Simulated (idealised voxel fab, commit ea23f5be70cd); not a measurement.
process module | voxel transistor to metal
cross-section cut | 150 nm wide | cells 5 nm
A cross-section is a grid of square cells, given in bands from the top down. A band is one or more rows of cells.
Each band's line starts with the height of the band's top and of its bottom, in nm. Then come its materials from left to right, each with its width in nm. One material with "throughout" fills the band from edge to edge. "air" is empty space.
Height 0 is the level under which the wafer as received is all one material. The lowest band goes on downwards, as in "0 down".
A width such as "30 to 40" changes by the same amount from each row of cells to the next, from the band's top row to its bottom row.
"no change" after a step means that no cell of the cross-section changed.
closed voids: empty space of 8 cells or more with no open way to the top, each as width x height at its distance from the left edge, in nm
after a step's settings: what the simulator itself notes on the step
overlay nm, on a step with a mask: how far to the right of its planned place the mask lay; to the left if negative
Each pair below shows a cross-section before one step and the cross-section after it, down to the lowest band that changed. The line under each pair gives the step between them, with its settings. The pairs can come from different runs of this module on the same starting wafer, so a pair continues from the pair above only where its "before" says so.
before
  30 to 25: W throughout
  25 to 20: W 55 | TiN 40 | W 55
  20 to 15: W 55 | TiN 5 | HfO2 30 | TiN 5 | W 55
  15 to 10: W 55 | TiN 5 | HfO2 5 | SiN 5 | HfO2 10 | SiN 5 | HfO2 5 | TiN 5 | W 55
  10 to 5: TiN 20 | W 35 | TiN 5 | HfO2 5 | SiN 5 | SiO2 10 | SiN 5 | HfO2 5 | TiN 5 | W 35 | TiN 20
  5 to 0: HfO2 15 | TiN 5 | W 35 | TiN 5 | HfO2 5 | SiN 5 | SiGe 10 | SiN 5 | HfO2 5 | TiN 5 | W 35 | TiN 5 | HfO2 15
  0 to -5: SiO2 10 | HfO2 5 | TiN 45 | HfO2 5 | SiN 5 | SiGe 10 | SiN 5 | HfO2 5 | TiN 45 | HfO2 5 | SiO2 10
  -5 to -10: SiO2 10 | HfO2 55 | SiO2 5 | SiGe 10 | SiO2 5 | HfO2 55 | SiO2 10
  -10 to -25: SiO2 25 | Si 45 | SiGe 10 | Si 45 | SiO2 25
  -25 to -30: SiO2 25 | Si 100 | SiO2 25
  -30 down: Si throughout
  closed voids: none
after
  10 to 5: TiN 20 | W 35 | TiN 5 | HfO2 5 | SiN 5 | SiO2 10 | SiN 5 | HfO2 5 | TiN 5 | W 35 | TiN 20
  below 5: unchanged
  closed voids: none
the step between: op CMP | height nm 10
before: the cross-section after the pair above
after
  25 to 10: SiO2 throughout
  below 10: unchanged
  closed voids: none
the step between: op DIRECTIONAL_DEP | material SiO2 | thk nm 15
before: the cross-section after the pair above
after
  45 to 25: resist 25 | air 15 | resist 70 | air 15 | resist 25
  below 25: unchanged
  closed voids: none
the step between: op PATTERN | tone open | mask id CONTACT | material resist | width nm 15 | pitch nm 85 | thk nm 20 | overlay nm 0
before: the cross-section after the pair above
after
  45 to 25: resist 25 | air 15 | resist 70 | air 15 | resist 25
  25 to 10: SiO2 25 | air 15 | SiO2 70 | air 15 | SiO2 25
  below 10: unchanged
  closed voids: none
the step between: op DIRECTIONAL_ETCH | etch materials SiO2 | depth nm 35
before: the cross-section after the pair above
after
  25 to 10: SiO2 25 | air 15 | SiO2 70 | air 15 | SiO2 25
  below 10: unchanged
  closed voids: none
the step between: op STRIP | etch materials resist
before: the cross-section after the pair above
after
  30 to 25: TiN 30 | air 5 | TiN 80 | air 5 | TiN 30
  25 to 15: SiO2 25 | TiN 5 | air 5 | TiN 5 | SiO2 70 | TiN 5 | air 5 | TiN 5 | SiO2 25
  15 to 10: SiO2 25 | TiN 15 | SiO2 70 | TiN 15 | SiO2 25
  below 10: unchanged
  closed voids: none
the step between: op CONFORMAL_DEP | material TiN | thk nm 5
before: the cross-section after the pair above
after
  40 to 30: W throughout
  30 to 25: TiN 30 | W 5 | TiN 80 | W 5 | TiN 30
  25 to 15: SiO2 25 | TiN 5 | W 5 | TiN 5 | SiO2 70 | TiN 5 | W 5 | TiN 5 | SiO2 25
  below 15: unchanged
  closed voids: none
the step between: op FILL_DEP | material W | thk nm 10
before: the cross-section after the pair above
after
  25 to 15: SiO2 25 | TiN 5 | W 5 | TiN 5 | SiO2 70 | TiN 5 | W 5 | TiN 5 | SiO2 25
  below 15: unchanged
  closed voids: none
the step between: op CMP | height nm 25
before: the cross-section after the pair above
after
  30 to 25: SiN throughout
  below 25: unchanged
  closed voids: none
the step between: op CONFORMAL_DEP | material SiN | thk nm 5
before: the cross-section after the pair above
after
  55 to 30: SiO2 throughout
  below 30: unchanged
  closed voids: none
the step between: op DIRECTIONAL_DEP | material SiO2 | thk nm 25
before: the cross-section after the pair above
after
  70 to 55: resist 25 | air 15 | resist 70 | air 15 | resist 25
  below 55: unchanged
  closed voids: none
the step between: op PATTERN | tone open | mask id METAL_1 | material resist | width nm 15 | pitch nm 85 | thk nm 15 | overlay nm 0
before: the cross-section after the pair above
after
  70 to 55: resist 25 | air 15 | resist 70 | air 15 | resist 25
  55 to 30: SiO2 25 | air 15 | SiO2 70 | air 15 | SiO2 25
  below 30: unchanged
  closed voids: none
the step between: op DIRECTIONAL_ETCH | etch materials SiO2 | depth nm 25
before: the cross-section after the pair above
after
  70 to 55: resist 25 | air 15 | resist 70 | air 15 | resist 25
  55 to 30: SiO2 25 | air 15 | SiO2 70 | air 15 | SiO2 25
  30 to 25: SiN 25 | air 15 | SiN 70 | air 15 | SiN 25
  below 25: unchanged
  closed voids: none
the step between: op DIRECTIONAL_ETCH | etch materials SiN | depth nm 5
before: the cross-section after the pair above
after
  55 to 30: SiO2 25 | air 15 | SiO2 70 | air 15 | SiO2 25
  below 30: unchanged
  closed voids: none
the step between: op STRIP | etch materials resist
before: the cross-section after the pair above
after
  60 to 55: TiN 30 | air 5 | TiN 80 | air 5 | TiN 30
  55 to 30: SiO2 25 | TiN 5 | air 5 | TiN 5 | SiO2 70 | TiN 5 | air 5 | TiN 5 | SiO2 25
  30 to 25: SiN 25 | TiN 15 | SiN 70 | TiN 15 | SiN 25
  below 25: unchanged
  closed voids: none
the step between: op CONFORMAL_DEP | material TiN | thk nm 5
before: the cross-section after the pair above
after
  70 to 60: Cu throughout
  60 to 55: TiN 30 | Cu 5 | TiN 80 | Cu 5 | TiN 30
  55 to 30: SiO2 25 | TiN 5 | Cu 5 | TiN 5 | SiO2 70 | TiN 5 | Cu 5 | TiN 5 | SiO2 25
  below 30: unchanged
  closed voids: none
the step between: op FILL_DEP | material Cu | thk nm 10
before: the cross-section after the pair above
after
  55 to 30: SiO2 25 | TiN 5 | Cu 5 | TiN 5 | SiO2 70 | TiN 5 | Cu 5 | TiN 5 | SiO2 25
  below 30: unchanged
  closed voids: none
the step between: op CMP | height nm 55
before: the cross-section after the pair above
after
  60 to 55: air 20 | Ru 25 | air 60 | Ru 25 | air 20
  below 55: unchanged
  closed voids: none
the step between: op EPI | material Ru | thk nm 5
before: the cross-section after the pair above
after
  65 to 60: SiCN throughout
  60 to 55: SiCN 20 | Ru 25 | SiCN 60 | Ru 25 | SiCN 20
  below 55: unchanged
  closed voids: none
the step between: op FILL_DEP | material SiCN | thk nm 5
before: the cross-section after the pair above
after
  100 to 65: lowk throughout
  below 65: unchanged
  closed voids: none
the step between: op DIRECTIONAL_DEP | material lowk | thk nm 35
before: the cross-section after the pair above
after
  110 to 100: aC throughout
  below 100: unchanged
  closed voids: none
the step between: op DIRECTIONAL_DEP | material aC | thk nm 10
before: the cross-section after the pair above
after
  135 to 110: resist 25 | air 15 | resist 70 | air 15 | resist 25
  below 110: unchanged
  closed voids: none
the step between: op PATTERN | tone open | mask id METAL_2 | material resist | width nm 15 | pitch nm 85 | thk nm 25 | overlay nm 0
before: the cross-section after the pair above
after
  125 to 110: resist 25 | air 15 | resist 70 | air 15 | resist 25
  110 to 100: aC 25 | air 15 | aC 70 | air 15 | aC 25
  below 100: unchanged
  closed voids: none
the step between: op DIRECTIONAL_ETCH | etch materials aC | depth nm 10
before: the cross-section after the pair above
after
  110 to 100: aC 25 | air 15 | aC 70 | air 15 | aC 25
  below 100: unchanged
  closed voids: none
the step between: op STRIP | etch materials resist
before: the cross-section after the pair above
after
  110 to 100: aC 25 | air 15 | aC 70 | air 15 | aC 25
  100 to 80: lowk 25 | air 15 | lowk 70 | air 15 | lowk 25
  below 80: unchanged
  closed voids: none
the step between: op DIRECTIONAL_ETCH | etch materials lowk | depth nm 20
before: the cross-section after the pair above
after
  100 to 80: lowk 25 | air 15 | lowk 70 | air 15 | lowk 25
  below 80: unchanged
  closed voids: none
the step between: op STRIP | etch materials aC
before: the cross-section after the pair above
after
  115 to 100: aC 25 | air 15 | aC 70 | air 15 | aC 25
  100 to 95: lowk 25 | air 15 | lowk 70 | air 15 | lowk 25
  95 to 80: lowk 25 | aC 15 | lowk 70 | aC 15 | lowk 25
  below 80: unchanged
  closed voids: none
the step between: op DIRECTIONAL_DEP | material aC | thk nm 15
before: the cross-section after the pair above
after
  150 to 115: resist 25 | air 15 | resist 70 | air 15 | resist 25
  below 115: unchanged
  closed voids: none
the step between: op PATTERN | tone open | mask id METAL_2_HOLES | material resist | width nm 15 | pitch nm 85 | thk nm 35 | overlay nm 0
before: the cross-section after the pair above
after
  135 to 115: resist 25 | air 15 | resist 70 | air 15 | resist 25
  115 to 100: aC 25 | air 15 | aC 70 | air 15 | aC 25
  100 to 80: lowk 25 | air 15 | lowk 70 | air 15 | lowk 25
  below 80: unchanged
  closed voids: none
the step between: op DIRECTIONAL_ETCH | etch materials aC | depth nm 15
before: the cross-section after the pair above
after
  115 to 100: aC 25 | air 15 | aC 70 | air 15 | aC 25
  below 100: unchanged
  closed voids: none
the step between: op STRIP | etch materials resist
before: the cross-section after the pair above
after
  115 to 100: aC 25 | air 15 | aC 70 | air 15 | aC 25
  100 to 65: lowk 25 | air 15 | lowk 70 | air 15 | lowk 25
  below 65: unchanged
  closed voids: none
the step between: op DIRECTIONAL_ETCH | etch materials lowk | depth nm 15
before: the cross-section after the pair above
after
  115 to 100: aC 25 | air 15 | aC 70 | air 15 | aC 25
  100 to 65: lowk 25 | air 15 | lowk 70 | air 15 | lowk 25
  65 to 60: SiCN 25 | air 15 | SiCN 70 | air 15 | SiCN 25
  below 60: unchanged
  closed voids: none
the step between: op DIRECTIONAL_ETCH | etch materials SiCN | depth nm 5
before: the cross-section after the pair above
after
  100 to 65: lowk 25 | air 15 | lowk 70 | air 15 | lowk 25
  below 65: unchanged
  closed voids: none
the step between: op STRIP | etch materials aC
before: the cross-section after the pair above
after
  105 to 100: TiN 30 | air 5 | TiN 80 | air 5 | TiN 30
  100 to 65: lowk 25 | TiN 5 | air 5 | TiN 5 | lowk 70 | TiN 5 | air 5 | TiN 5 | lowk 25
  65 to 60: SiCN 25 | TiN 15 | SiCN 70 | TiN 15 | SiCN 25
  below 60: unchanged
  closed voids: none
the step between: op CONFORMAL_DEP | material TiN | thk nm 5
before: the cross-section after the pair above
after
  110 to 105: Cu throughout
  105 to 100: TiN 30 | Cu 5 | TiN 80 | Cu 5 | TiN 30
  100 to 65: lowk 25 | TiN 5 | Cu 5 | TiN 5 | lowk 70 | TiN 5 | Cu 5 | TiN 5 | lowk 25
  below 65: unchanged
  closed voids: none
the step between: op FILL_DEP | material Cu | thk nm 5
before: the cross-section after the pair above
after
  100 to 65: lowk 25 | TiN 5 | Cu 5 | TiN 5 | lowk 70 | TiN 5 | Cu 5 | TiN 5 | lowk 25
  below 65: unchanged
  closed voids: none
the step between: op CMP | height nm 100
before: the cross-section after the pair above
after
  105 to 100: SiCN throughout
  below 100: unchanged
  closed voids: none
the step between: op CONFORMAL_DEP | material SiCN | thk nm 5
